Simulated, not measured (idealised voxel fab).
The document below concerns the process module designated voxel gate over fins.
It is cross-section cut that appears here, measuring 295 nm in width, its square cells being 5 nm in size.
Reading order for cross-sections: top band down to bottom band. Underlying form: a grid of square cells. Band size: one or more rows of cells.
It is stipulated that each band's entry specify, in nanometres, the height of the top of the band and then that of its bottom, followed by the materials of the band in left-to-right sequence, each together with its width in nanometres. A single material marked by the word "edge to edge" is understood to fill the band from edge to edge; the word "air" is understood to denote empty space.
It should be noted that heights are counted from 0, beneath which the wafer as supplied is of one material throughout, and that the lowest band possesses no lower boundary but continues downward, as written in "0 and below".
Think of "30->40" as a width that walks from the first number to the second as you go down the band, top row to bottom row, taking equal-sized steps from row to row.
Where a step carries "no change", the cross-section came out of it unchanged, cell for cell.
If an empty space has no open way to the top and is at least 8 cells in size, "Closed internal cavities" lists it, written width x height at distance, where distance is measured from the left edge and every value is in nm.
Whatever follows a step's settings on its line is a remark the simulator itself makes about that step.
"overlay nm" on a masked step: distance the mask lay right of its planned place, negative for left.

The planned process steps are enumerated hereunder:
1. RECEIVE: material Si
2. CONFORMAL_DEP: material SiN, thk nm 5
3. MASKED_ETCH: tone cover, mask id FINS, width nm 15, pitch nm 40, etch materials SiN, depth nm 5, overlay nm 0
4. MASKED_ETCH: tone cover, mask id FINS, width nm 15, pitch nm 40, etch materials Si, depth nm 35, overlay nm 0
5. FILL_DEP: material SiO2, thk nm 5
6. CMP: height nm 5
7. SELECTIVE_ETCH: etch materials SiO2, depth nm 20
8. STRIP: etch materials SiN
9. CONFORMAL_DEP: material HfO2, thk nm 5
10. CONFORMAL_DEP: material TiN, thk nm 5
11. FILL_DEP: material W, thk nm 15
12. CMP: height nm 20
13. CONFORMAL_DEP: material SiN, thk nm 5

Incoming wafer in cross-section (state: after step 1):
    0 and below | Si edge to edge
    Closed internal cavities: none

One mistake in running the module, otherwise start and plan as above: cross-section at the end:
    25 down to 20 | SiN edge to edge
    20 down to 10 | W edge to edge
    10 down to 5 | W (70)  TiN (35)  W (5)  TiN (35)  W (5)  TiN (35)  W (5)  TiN (35)  W (70)
    5 down to 0 | W (70)  TiN (5)  HfO2 (25)  TiN (5)  W (5)  TiN (5)  HfO2 (25)  TiN (5)  W (5)  TiN (5)  HfO2 (25)  TiN (5)  W (5)  TiN (5)  HfO2 (25)  TiN (5)  W (70)
    0 down to -5 | W (70)  TiN (5)  HfO2 (5)  Si (15)  HfO2 (5)  TiN (5)  W (5)  TiN (5)  HfO2 (5)  Si (15)  HfO2 (5)  TiN (5)  W (5)  TiN (5)  HfO2 (5)  Si (15)  HfO2 (5)  TiN (5)  W (5)  TiN (5)  HfO2 (5)  Si (15)  HfO2 (5)  TiN (5)  W (70)
    -5 down to -10 | TiN (75)  HfO2 (5)  Si (15)  HfO2 (5)  TiN (15)  HfO2 (5)  Si (15)  HfO2 (5)  TiN (15)  HfO2 (5)  Si (15)  HfO2 (5)  TiN (15)  HfO2 (5)  Si (15)  HfO2 (5)  TiN (75)
    -10 down to -15 | HfO2 (80)  Si (15)  HfO2 (25)  Si (15)  HfO2 (25)  Si (15)  HfO2 (25)  Si (15)  HfO2 (80)
    -15 down to -70 | SiO2 (80)  Si (15)  SiO2 (25)  Si (15)  SiO2 (25)  Si (15)  SiO2 (25)  Si (15)  SiO2 (80)
    -70 and below | Si edge to edge
    Closed internal cavities: none
Misprocessing identified: yeah, plan step 4 got run twice
